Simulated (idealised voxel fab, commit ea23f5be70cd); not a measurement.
voxel released beams: a process module
Section cut is 260 nm wide and gridded with 5 nm square cells.
Cross-section format: a grid of square cells, given as bands from top to bottom; each band is one or more rows of cells. A band entry consists of two parts. The first gives the height of the band's top and the height of its bottom, in nm. The rest lists the band's materials from left to right, each with its width in nm. A single material labelled with the word "everywhere" fills the band from edge to edge, and the word "blank" marks empty space. Below 0: as-received wafer, all one material; heights counted from there. Lowest band: no bottom, goes on down, written "0 down". Top row gets the first number, bottom row gets the second, and each row in between changes by the same step: that is how a band width like "30 to 40" works. "remains unaltered" after a step means that no cell of the cross-section changed. Entry "Sealed internal voids" = empty spaces >= 8 cells with no open way to the top; each as width x height at distance, distance from left edge, all nm. The remark found on a step's line after its settings is issued by the simulator itself and pertains to that step. If you see "overlay nm" on a step's line and that step has a mask, it's telling you how far right of where it was planned the mask ended up; a negative number means it went left instead.

-- Planned step list for the process
1. RECEIVE, material Si
2. CONFORMAL_DEP, material Al2O3, thk nm 5
3. DIRECTIONAL_DEP, material SiO2, thk nm 10
4. MASKED_ETCH, tone open, mask id ANCHOR, width nm 45, etch materials SiO2, depth nm 10, overlay nm 0
5. CONFORMAL_DEP, material polySi, thk nm 15
6. PATTERN, tone cover, mask id BEAM, material resist, width nm 130, thk nm 20, overlay nm 0
7. DIRECTIONAL_ETCH, etch materials polySi, depth nm 15
8. STRIP, etch materials resist
9. STRIP, etch materials SiO2

-- Concerning the first of two wafers, which was run in accordance with the plan

-- Delivered wafer in cross-section: state after step 1
* 0 down = Si everywhere
* Sealed internal voids: none

-- After step 2, in cross-section
* 5 to 0 = Al2O3 everywhere
* At heights below 0, the structure remains unaltered.

-- After step 3, in cross-section
* 15 to 5 = SiO2 everywhere
* At heights below 5, the structure remains unaltered.

-- After step 4, in cross-section
* 15 to 5 = SiO2 65 nm  blank 45 nm  SiO2 150 nm
* At heights below 5, the structure remains unaltered.

-- After step 5, in cross-section
* 30 to 20 = polySi 80 nm  blank 15 nm  polySi 165 nm
* 20 to 15 = polySi everywhere
* 15 to 5 = SiO2 65 nm  polySi 45 nm  SiO2 150 nm
* At heights below 5, the structure remains unaltered.

-- After step 6, in cross-section
* 50 to 30 = blank 60 nm  resist 130 nm  blank 70 nm
* 30 to 20 = polySi 80 nm  resist 15 nm  polySi 165 nm
* At heights below 20, the structure remains unaltered.

-- After step 7, in cross-section
* 50 to 30 = blank 60 nm  resist 130 nm  blank 70 nm
* 30 to 20 = blank 60 nm  polySi 20 nm  resist 15 nm  polySi 95 nm  blank 70 nm
* 20 to 15 = blank 60 nm  polySi 130 nm  blank 70 nm
* At heights below 15, the structure remains unaltered.

-- After step 8, in cross-section
* 30 to 20 = blank 60 nm  polySi 20 nm  blank 15 nm  polySi 95 nm  blank 70 nm
* At heights below 20, the structure remains unaltered.

-- After step 9, in cross-section
* 30 to 20 = blank 60 nm  polySi 20 nm  blank 15 nm  polySi 95 nm  blank 70 nm
* 20 to 15 = blank 60 nm  polySi 130 nm  blank 70 nm
* 15 to 5 = blank 65 nm  polySi 45 nm  blank 150 nm
* At heights below 5, the structure remains unaltered.

-- Here the second wafer is described. Its start and its plan were those of the first wafer. Its run contained one mistake. Up to and including step 1, it did exactly what the first wafer did

-- Cross-section of the second wafer when, according to plan, step 2 should have finished
* 10 to 0 = SiO2 everywhere
* At heights below 0, the structure remains unaltered.

-- Cross-section of the second wafer when, according to plan, step 3 should have finished
* 15 to 10 = Al2O3 everywhere
* At heights below 10, the structure remains unaltered.

Cross-section of the second wafer when, according to plan, step 4 should have finished: remains unaltered

-- Cross-section of the second wafer when, according to plan, step 5 should have finished
* 30 to 15 = polySi everywhere
* At heights below 15, the structure remains unaltered.

-- Cross-section of the second wafer when, according to plan, step 6 should have finished
* 50 to 30 = blank 60 nm  resist 130 nm  blank 70 nm
* At heights below 30, the structure remains unaltered.

-- Cross-section of the second wafer when, according to plan, step 7 should have finished
* 50 to 30 = blank 60 nm  resist 130 nm  blank 70 nm
* 30 to 15 = blank 60 nm  polySi 130 nm  blank 70 nm
* At heights below 15, the structure remains unaltered.

-- Cross-section of the second wafer when, according to plan, step 8 should have finished
* 30 to 15 = blank 60 nm  polySi 130 nm  blank 70 nm
* At heights below 15, the structure remains unaltered.

Cross-section of the second wafer when, according to plan, step 9 should have finished: remains unaltered
Short version of what went wrong: ran 2 and 3 in swapped order versus the plan
Wrapping up, a cell-based count of both wafers puts the second over or under the first for these materials: SiO2: 104 more | polySi: 12 fewer
